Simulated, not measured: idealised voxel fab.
process module | voxel air gaps
The cross-section on display is named cut; it measures 150 nm wide, and its cells are 5 nm squares.
How to read a cross-section here: the picture is a grid of square cells, written as bands going from the top down, and any band can span one or more rows of cells. First you get the band's top height and its bottom height, in nm, and then the materials it's made of, left to right, with each width in nm. If you see a single material with "everywhere", that one covers the band edge to edge. "empty" is empty space. Heights are expressed relative to 0, this being the level below which the as-received wafer comprises one material exclusively. The lowest band is unbounded in the downward direction and is denoted as in "0 nm and below". Think of "30..40" as a width that walks from the first number to the second as you go down the band, top row to bottom row, taking equal-sized steps from row to row. For the purposes of this document, the phrase "no alterations made" attached to a step denotes that no cell within the cross-section was modified by that step. For the entry "Encapsulated voids", the listed items are empty spaces with no open way to the top whose size is 8 cells or more; each item follows the pattern width x height at distance, where distance is from the left edge and all three are in nm. On each step's line, the part that comes after the settings is the simulator's own comment on the step. On any step carrying a mask, the "overlay nm" setting, if present on the step's line, tells how far right of its planned place the mask lay; negative values point to the left.
### Steps planned for the process
- 1: op RECEIVE | material Si
- 2: op CONFORMAL_DEP | material SiO2 | thk nm 15
- 3: op CONFORMAL_DEP | material SiN | thk nm 5
- 4: op DIRECTIONAL_DEP | material SiO2 | thk nm 35
- 5: op MASKED_ETCH | tone open | mask id LINES | width nm 20 | pitch nm 45 | etch materials SiO2 | depth nm 35 | overlay nm 0
- 6: op CONFORMAL_DEP | material TiN | thk nm 5
- 7: op FILL_DEP | material Ru | thk nm 5
- 8: op CMP | height nm 55
- 9: op EPI | material Ru | thk nm 10
- 10: op SELECTIVE_ETCH | etch materials SiO2 | depth nm 45
- 11: op CONFORMAL_DEP | material SiN | thk nm 5
### Wafer as received: cross-section following step 1
- 0 nm and below | Si everywhere
- Encapsulated voids: none
### Cross-sectional view of the first of the two wafers upon completion of the module, processed in accordance with the plan
- 70 nm to 65 nm | empty=5, then SiN=140, then empty=5
- 65 nm to 55 nm | empty=5, then SiN=5, then Ru=40, then SiN=5, then Ru=40, then SiN=5, then Ru=40, then SiN=5, then empty=5
- 55 nm to 50 nm | empty=5, then SiN=15, then TiN=5, then Ru=10, then TiN=5, then SiN=25, then TiN=5, then Ru=10, then TiN=5, then SiN=25, then TiN=5, then Ru=10, then TiN=5, then SiN=15, then empty=5
- 50 nm to 25 nm | empty=15, then SiN=5, then TiN=5, then Ru=10, then TiN=5, then SiN=5, then empty=15, then SiN=5, then TiN=5, then Ru=10, then TiN=5, then SiN=5, then empty=15, then SiN=5, then TiN=5, then Ru=10, then TiN=5, then SiN=5, then empty=15
- 25 nm to 20 nm | SiN=20, then TiN=20, then SiN=25, then TiN=20, then SiN=25, then TiN=20, then SiN=20
- 20 nm to 15 nm | SiN everywhere
- 15 nm to 0 nm | SiO2 everywhere
- 0 nm and below | Si everywhere
- Encapsulated voids: 15 x 25 at 45; 15 x 25 at 90
### This is the second of the two wafers, cross-sectioned at the end of the module; it started exactly like the first and was given the same plan, but it was run with one mistake
- 80 nm to 75 nm | SiN everywhere
- 75 nm to 55 nm | Ru everywhere
- 55 nm to 25 nm | SiO2=20, then TiN=5, then Ru=10, then TiN=5, then SiO2=25, then TiN=5, then Ru=10, then TiN=5, then SiO2=25, then TiN=5, then Ru=10, then TiN=5, then SiO2=20
- 25 nm to 20 nm | SiO2=20, then TiN=20, then SiO2=25, then TiN=20, then SiO2=25, then TiN=20, then SiO2=20
- 20 nm to 15 nm | SiN everywhere
- 15 nm to 0 nm | SiO2 everywhere
- 0 nm and below | Si everywhere
- Encapsulated voids: none
Where did the run depart from the plan? execution of plan step 9 occurred twice
Final comparison by cell count, materials where the second wafer has more or fewer than the first: Ru +72; SiN -70; SiO2 +126
The second wafer ends with 0 closed voids, and the first wafer ends with 2.
